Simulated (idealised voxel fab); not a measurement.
process module | voxel trench capacitor
cross-section cut | 245 nm wide | cells 5 nm
A cross-section is a grid of square cells, given in bands from the top down. A band is one or more rows of cells.
Each band's line starts with the height of the band's top and of its bottom, in nm. Then come its materials from left to right, each with its width in nm. One material with "throughout" fills the band from edge to edge. "air" is empty space.
Height 0 is the level under which the wafer as received is all one material. The lowest band goes on downwards, as in "0 down".
A width such as "30 to 40" changes by the same amount from each row of cells to the next, from the band's top row to its bottom row.
"no change" after a step means that no cell of the cross-section changed.
closed voids: empty space of 8 cells or more with no open way to the top, each as width x height at its distance from the left edge, in nm
after a step's settings: what the simulator itself notes on the step
overlay nm, on a step with a mask: how far to the right of its planned place the mask lay; to the left if negative
plan
1 op RECEIVE | material Si
2 op CONFORMAL_DEP | material SiN | thk nm 10
3 op DIRECTIONAL_DEP | material aC | thk nm 10
4 op PATTERN | tone open | mask id TRENCH | material resist | width nm 15 | pitch nm 40 | thk nm 30 | overlay nm 0
5 op DIRECTIONAL_ETCH | etch materials aC | depth nm 10
6 op STRIP | etch materials resist
7 op DIRECTIONAL_ETCH | etch materials SiN | depth nm 10
8 op DIRECTIONAL_ETCH | etch materials Si | depth nm 35
9 op STRIP | etch materials aC
10 op CONFORMAL_DEP | material Al2O3 | thk nm 5
11 op FILL_DEP | material polySi | thk nm 10
12 op CMP | height nm 10
first wafer, as planned
as received, after step 1
  0 down: Si throughout
  closed voids: none
after step 2
  10 to 0: SiN throughout
  below 0: unchanged
after step 3
  20 to 10: aC throughout
  below 10: unchanged
after step 4
  50 to 20: resist 75 | air 15 | resist 25 | air 15 | resist 25 | air 15 | resist 75
  below 20: unchanged
after step 5
  40 to 20: resist 75 | air 15 | resist 25 | air 15 | resist 25 | air 15 | resist 75
  20 to 10: aC 75 | air 15 | aC 25 | air 15 | aC 25 | air 15 | aC 75
  below 10: unchanged
after step 6
  20 to 10: aC 75 | air 15 | aC 25 | air 15 | aC 25 | air 15 | aC 75
  below 10: unchanged
after step 7
  20 to 10: aC 75 | air 15 | aC 25 | air 15 | aC 25 | air 15 | aC 75
  10 to 0: SiN 75 | air 15 | SiN 25 | air 15 | SiN 25 | air 15 | SiN 75
  below 0: unchanged
after step 8
  20 to 10: aC 75 | air 15 | aC 25 | air 15 | aC 25 | air 15 | aC 75
  10 to 0: SiN 75 | air 15 | SiN 25 | air 15 | SiN 25 | air 15 | SiN 75
  0 to -35: Si 75 | air 15 | Si 25 | air 15 | Si 25 | air 15 | Si 75
  below -35: unchanged
after step 9
  10 to 0: SiN 75 | air 15 | SiN 25 | air 15 | SiN 25 | air 15 | SiN 75
  below 0: unchanged
after step 10
  15 to 10: Al2O3 80 | air 5 | Al2O3 35 | air 5 | Al2O3 35 | air 5 | Al2O3 80
  10 to 0: SiN 75 | Al2O3 5 | air 5 | Al2O3 5 | SiN 25 | Al2O3 5 | air 5 | Al2O3 5 | SiN 25 | Al2O3 5 | air 5 | Al2O3 5 | SiN 75
  0 to -30: Si 75 | Al2O3 5 | air 5 | Al2O3 5 | Si 25 | Al2O3 5 | air 5 | Al2O3 5 | Si 25 | Al2O3 5 | air 5 | Al2O3 5 | Si 75
  -30 to -35: Si 75 | Al2O3 15 | Si 25 | Al2O3 15 | Si 25 | Al2O3 15 | Si 75
  below -35: unchanged
after step 11
  25 to 15: polySi throughout
  15 to 10: Al2O3 80 | polySi 5 | Al2O3 35 | polySi 5 | Al2O3 35 | polySi 5 | Al2O3 80
  10 to 0: SiN 75 | Al2O3 5 | polySi 5 | Al2O3 5 | SiN 25 | Al2O3 5 | polySi 5 | Al2O3 5 | SiN 25 | Al2O3 5 | polySi 5 | Al2O3 5 | SiN 75
  0 to -30: Si 75 | Al2O3 5 | polySi 5 | Al2O3 5 | Si 25 | Al2O3 5 | polySi 5 | Al2O3 5 | Si 25 | Al2O3 5 | polySi 5 | Al2O3 5 | Si 75
  below -30: unchanged
after step 12
  10 to 0: SiN 75 | Al2O3 5 | polySi 5 | Al2O3 5 | SiN 25 | Al2O3 5 | polySi 5 | Al2O3 5 | SiN 25 | Al2O3 5 | polySi 5 | Al2O3 5 | SiN 75
  below 0: unchanged
second wafer: like start, like plan, one mistake. Through step 3 it matches the first wafer
when step 4 should have ended
  50 to 20: resist 70 | air 25 | resist 15 | air 25 | resist 15 | air 25 | resist 70
  below 20: unchanged
when step 5 should have ended
  40 to 20: resist 70 | air 25 | resist 15 | air 25 | resist 15 | air 25 | resist 70
  20 to 10: aC 70 | air 25 | aC 15 | air 25 | aC 15 | air 25 | aC 70
  below 10: unchanged
when step 6 should have ended
  20 to 10: aC 70 | air 25 | aC 15 | air 25 | aC 15 | air 25 | aC 70
  below 10: unchanged
when step 7 should have ended
  20 to 10: aC 70 | air 25 | aC 15 | air 25 | aC 15 | air 25 | aC 70
  10 to 0: SiN 70 | air 25 | SiN 15 | air 25 | SiN 15 | air 25 | SiN 70
  below 0: unchanged
when step 8 should have ended
  20 to 10: aC 70 | air 25 | aC 15 | air 25 | aC 15 | air 25 | aC 70
  10 to 0: SiN 70 | air 25 | SiN 15 | air 25 | SiN 15 | air 25 | SiN 70
  0 to -35: Si 70 | air 25 | Si 15 | air 25 | Si 15 | air 25 | Si 70
  below -35: unchanged
when step 9 should have ended
  10 to 0: SiN 70 | air 25 | SiN 15 | air 25 | SiN 15 | air 25 | SiN 70
  below 0: unchanged
when step 10 should have ended
  15 to 10: Al2O3 75 | air 15 | Al2O3 25 | air 15 | Al2O3 25 | air 15 | Al2O3 75
  10 to 0: SiN 70 | Al2O3 5 | air 15 | Al2O3 5 | SiN 15 | Al2O3 5 | air 15 | Al2O3 5 | SiN 15 | Al2O3 5 | air 15 | Al2O3 5 | SiN 70
  0 to -30: Si 70 | Al2O3 5 | air 15 | Al2O3 5 | Si 15 | Al2O3 5 | air 15 | Al2O3 5 | Si 15 | Al2O3 5 | air 15 | Al2O3 5 | Si 70
  -30 to -35: Si 70 | Al2O3 25 | Si 15 | Al2O3 25 | Si 15 | Al2O3 25 | Si 70
  below -35: unchanged
when step 11 should have ended
  25 to 15: polySi throughout
  15 to 10: Al2O3 75 | polySi 15 | Al2O3 25 | polySi 15 | Al2O3 25 | polySi 15 | Al2O3 75
  10 to 0: SiN 70 | Al2O3 5 | polySi 15 | Al2O3 5 | SiN 15 | Al2O3 5 | polySi 15 | Al2O3 5 | SiN 15 | Al2O3 5 | polySi 15 | Al2O3 5 | SiN 70
  0 to -30: Si 70 | Al2O3 5 | polySi 15 | Al2O3 5 | Si 15 | Al2O3 5 | polySi 15 | Al2O3 5 | Si 15 | Al2O3 5 | polySi 15 | Al2O3 5 | Si 70
  below -30: unchanged
when step 12 should have ended
  10 to 0: SiN 70 | Al2O3 5 | polySi 15 | Al2O3 5 | SiN 15 | Al2O3 5 | polySi 15 | Al2O3 5 | SiN 15 | Al2O3 5 | polySi 15 | Al2O3 5 | SiN 70
  below 0: unchanged
what went wrong: step 4 ran as: op PATTERN | tone open | mask id TRENCH | material resist | width nm 25 | pitch nm 40 | thk nm 30 | overlay nm 0
at the end the second wafer has, in cells: 6 more of Al2O3 | 42 fewer of Si | 12 fewer of SiN | 48 more of polySi
